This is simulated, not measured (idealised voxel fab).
You're looking at the process module voxel gate over fins.
Pictured: cross-section cut, 280 nm wide, on a grid of 5 nm square cells.
Format of a cross-section: grid, square cells. Given as bands. Order: top down. Band: one or more rows of cells. Within each band entry, the heights of the top and of the bottom of the band appear first, in that order and in nm; the materials of the band then follow from left to right, each with its corresponding width in nm. The designation "everywhere" on a single material indicates that it fills the band from edge to edge; the designation "empty" indicates empty space. A quick word on heights: they are counted from 0, and under that level the wafer as it came to us is one material throughout. The lowest band is different from the rest in having no bottom; it simply continues downward, written as in "0 down". Top row gets the first number, bottom row gets the second, and each row in between changes by the same step: that is how a band width like "30..40" works. Any step labelled "no change" changed none of the cells in the cross-section. The entry titled "Enclosed void list" provides the empty spaces that have no open way to the top, restricted to those of 8 cells or more. Each is presented as width x height at distance, the distance being measured from the left edge, with all three in nm. The remark found on a step's line after its settings is issued by the simulator itself and pertains to that step. A step line may carry the setting "overlay nm", which, for steps involving a mask, states the distance by which the mask lay to the right of its intended position; negative values denote displacement to the left.

-- The following list gives the planned process steps
- 1: RECEIVE | material Si
- 2: CONFORMAL_DEP | material SiN | thk nm 10
- 3: PATTERN | tone cover | mask id FINS | material resist | width nm 15 | pitch nm 45 | thk nm 20 | overlay nm 0
- 4: DIRECTIONAL_ETCH | etch materials SiN | depth nm 10
- 5: DIRECTIONAL_ETCH | etch materials Si | depth nm 35
- 6: STRIP | etch materials resist
- 7: OXIDIZE | depth nm 5
- 8: FILL_DEP | material SiO2 | thk nm 10
- 9: CMP | height nm 10
- 10: SELECTIVE_ETCH | etch materials SiO2 | depth nm 20
- 11: STRIP | etch materials SiN
- 12: CONFORMAL_DEP | material HfO2 | thk nm 5
- 13: CONFORMAL_DEP | material TiN | thk nm 5
- 14: CONFORMAL_DEP | material TiAl | thk nm 5
- 15: CONFORMAL_DEP | material TiN | thk nm 5
- 16: FILL_DEP | material W | thk nm 10
- 17: CMP | height nm 25
- 18: CONFORMAL_DEP | material SiN | thk nm 10

-- So this is the incoming wafer in cross-section - it's already been through step 1
> 0 down | Si everywhere
> Enclosed void list: none

-- The first of two wafers, cross-sectioned at the end of the module, with the run proceeding as planned
> 35 to 25 | SiN everywhere
> 25 to 20 | W everywhere
> 20 to 15 | W: 95, then TiN: 90, then W: 95
> 15 to 10 | W: 95, then TiN: 5, then TiAl: 35, then TiN: 10, then TiAl: 35, then TiN: 5, then W: 95
> 10 to 5 | TiN: 100, then TiAl: 5, then TiN: 25, then TiAl: 5, then TiN: 10, then TiAl: 5, then TiN: 25, then TiAl: 5, then TiN: 100
> 5 to 0 | TiAl: 105, then TiN: 5, then HfO2: 15, then TiN: 5, then TiAl: 20, then TiN: 5, then HfO2: 15, then TiN: 5, then TiAl: 105
> 0 to -5 | TiN: 110, then HfO2: 5, then Si: 5, then HfO2: 5, then TiN: 30, then HfO2: 5, then Si: 5, then HfO2: 5, then TiN: 110
> -5 to -10 | HfO2: 115, then Si: 5, then HfO2: 40, then Si: 5, then HfO2: 115
> -10 to -40 | SiO2: 115, then Si: 5, then SiO2: 40, then Si: 5, then SiO2: 115
> -40 down | Si everywhere
> Enclosed void list: none

-- Second wafer of the two, sectioned at the end of the module. It began like the first and followed the same plan, but one mistake was made while running it
> 35 to 25 | SiN everywhere
> 25 to 20 | W everywhere
> 20 to 15 | W: 95, then TiAl: 90, then W: 95
> 15 to 10 | W: 95, then TiAl: 5, then TiN: 35, then TiAl: 10, then TiN: 35, then TiAl: 5, then W: 95
> 10 to 5 | TiAl: 100, then TiN: 35, then TiAl: 10, then TiN: 35, then TiAl: 100
> 5 to 0 | TiN: 110, then HfO2: 15, then TiN: 30, then HfO2: 15, then TiN: 110
> 0 to -5 | TiN: 110, then HfO2: 5, then Si: 5, then HfO2: 5, then TiN: 30, then HfO2: 5, then Si: 5, then HfO2: 5, then TiN: 110
> -5 to -10 | HfO2: 115, then Si: 5, then HfO2: 40, then Si: 5, then HfO2: 115
> -10 to -40 | SiO2: 115, then Si: 5, then SiO2: 40, then Si: 5, then SiO2: 115
> -40 down | Si everywhere
> Enclosed void list: none
So what did we get wrong on this run? transposition of steps 14 and 15 relative to the planned sequence
Final wafers compared: equal cell tally per material, rearranged layout.
